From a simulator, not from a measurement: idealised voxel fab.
The following is a process module called voxel ribs on slabs.
It is cross-section cut that appears here, measuring 285 nm in width, its square cells being 5 nm in size.
Cross-sections here: square-cell grids, written as top-down lists of bands, a band being one or more rows of cells. Band: top height; bottom height; in nm. Then, left to right: material with width in nm, for each material. "everywhere": a single material spanning edge to edge. "blank": empty space. Convention: height 0 is the level below which the wafer, as received, is all one material. The lowest band does not terminate at the bottom but continues downward, represented as "0 and below". A width such as "30->40" changes by the same amount from each row of cells to the next, from the band's top row to its bottom row. "left unchanged" -> step changed no cross-section cell. Closed-off voids of 8+ cells (no open route to the top) go in "Fully sealed cavities", written width x height at distance from the left edge, in nm. Note: text after step settings on the step line = simulator remark on that step. overlay nm: step with mask; distance mask lay right of planned place; negative value = left of planned place.

## Process steps (planned)
1: RECEIVE, material Si
2: DIRECTIONAL_DEP, material SiO2, thk nm 30
3: DIRECTIONAL_DEP, material SiN, thk nm 15
4: DIRECTIONAL_DEP, material aC, thk nm 10
5: PATTERN, tone cover, mask id RIB, material resist, width nm 15, thk nm 25, overlay nm 0
6: DIRECTIONAL_ETCH, etch materials aC, depth nm 10
7: STRIP, etch materials resist
8: DIRECTIONAL_ETCH, etch materials SiN, depth nm 10
9: STRIP, etch materials aC
10: PATTERN, tone cover, mask id SLAB, material resist, width nm 45, thk nm 15, overlay nm 0
11: DIRECTIONAL_ETCH, etch materials SiN, depth nm 5
12: STRIP, etch materials resist
13: FILL_DEP, material SiO2, thk nm 25
14: CMP, height nm 65
15: DIRECTIONAL_DEP, material W, thk nm 5
16: MASKED_ETCH, tone cover, mask id HEATER, width nm 15, etch materials W, depth nm 5, overlay nm 0
17: CONFORMAL_DEP, material SiO2, thk nm 5
What sets these wafers apart? The width nm at step 16. They all start alike, and the plan carries the first wafer's value.

## The first of several wafers as received, shown in cross-section; this is its state after step 1
* 0 and below  Si everywhere
* Fully sealed cavities: none

## End-of-module cross-section, first of several wafers, after last step 17
* 75 down to 70  blank 130 nm / SiO2 25 nm / blank 130 nm
* 70 down to 65  SiO2 135 nm / W 15 nm / SiO2 135 nm
* 65 down to 45  SiO2 everywhere
* 45 down to 35  SiO2 135 nm / SiN 15 nm / SiO2 135 nm
* 35 down to 30  SiO2 120 nm / SiN 45 nm / SiO2 120 nm
* 30 down to 0  SiO2 everywhere
* 0 and below  Si everywhere
* Fully sealed cavities: none

## Cross-section of the final wafer among several, taken at the end of the module
* 75 down to 70  blank 120 nm / SiO2 50 nm / blank 115 nm
* 70 down to 65  SiO2 125 nm / W 40 nm / SiO2 120 nm
* 65 down to 45  SiO2 everywhere
* 45 down to 35  SiO2 135 nm / SiN 15 nm / SiO2 135 nm
* 35 down to 30  SiO2 120 nm / SiN 45 nm / SiO2 120 nm
* 30 down to 0  SiO2 everywhere
* 0 and below  Si everywhere
* Fully sealed cavities: none

## Below, a row for every wafer. Read it as the end-of-module picture: for each material the wafer shows its cells gained (+) or lost (-) since it was received, and then its closed voids
width nm 15; +15 SiN; +785 SiO2; +3 W; Fully sealed cavities: none
width nm 20; +15 SiN; +785 SiO2; +4 W; Fully sealed cavities: none
width nm 25; +15 SiN; +785 SiO2; +5 W; Fully sealed cavities: none
width nm 30; +15 SiN; +785 SiO2; +6 W; Fully sealed cavities: none
width nm 35; +15 SiN; +785 SiO2; +7 W; Fully sealed cavities: none
width nm 40; +15 SiN; +785 SiO2; +8 W; Fully sealed cavities: none
